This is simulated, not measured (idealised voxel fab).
process module | voxel released beams
cross-section cut | 290 nm wide | cells 5 nm
A cross-section is a grid of square cells, given in bands from the top down. A band is one or more rows of cells.
Each band's line starts with the height of the band's top and of its bottom, in nm. Then come its materials from left to right, each with its width in nm. One material with "throughout" fills the band from edge to edge. "air" is empty space.
Height 0 is the level under which the wafer as received is all one material. The lowest band goes on downwards, as in "0 down".
A width such as "30 to 40" changes by the same amount from each row of cells to the next, from the band's top row to its bottom row.
"no change" after a step means that no cell of the cross-section changed.
closed voids: empty space of 8 cells or more with no open way to the top, each as width x height at its distance from the left edge, in nm
after a step's settings: what the simulator itself notes on the step
overlay nm, on a step with a mask: how far to the right of its planned place the mask lay; to the left if negative
plan
1 op RECEIVE | material Si
2 op CONFORMAL_DEP | material SiN | thk nm 5
3 op DIRECTIONAL_DEP | material SiO2 | thk nm 10
4 op MASKED_ETCH | tone open | mask id ANCHOR | width nm 30 | etch materials SiO2 | depth nm 10 | overlay nm 0
5 op CONFORMAL_DEP | material TiN | thk nm 10
6 op MASKED_ETCH | tone cover | mask id BEAM | width nm 100 | etch materials TiN | depth nm 10 | overlay nm 0
7 op STRIP | etch materials SiO2
first wafer, as planned
as received, after step 1
  0 down: Si throughout
  closed voids: none
after step 2
  5 to 0: SiN throughout
  below 0: unchanged
after step 3
  15 to 5: SiO2 throughout
  below 5: unchanged
after step 4
  15 to 5: SiO2 95 | air 30 | SiO2 165
  below 5: unchanged
after step 5
  25 to 15: TiN 105 | air 10 | TiN 175
  15 to 5: SiO2 95 | TiN 30 | SiO2 165
  below 5: unchanged
after step 6
  25 to 15: air 90 | TiN 15 | air 10 | TiN 75 | air 100
  below 15: unchanged
after step 7
  25 to 15: air 90 | TiN 15 | air 10 | TiN 75 | air 100
  15 to 5: air 95 | TiN 30 | air 165
  below 5: unchanged
second wafer: like start, like plan, one mistake. Through step 1 it matches the first wafer
when step 2 should have ended
  10 to 0: SiO2 throughout
  below 0: unchanged
when step 3 should have ended
  15 to 10: SiN throughout
  below 10: unchanged
when step 4 should have ended: no change
when step 5 should have ended
  25 to 15: TiN throughout
  below 15: unchanged
when step 6 should have ended
  25 to 15: air 90 | TiN 100 | air 100
  below 15: unchanged
when step 7 should have ended: no change
what went wrong: steps 2 and 3 were swapped
at the end the second wafer has, in cells: 116 more of SiO2 | 8 fewer of TiN
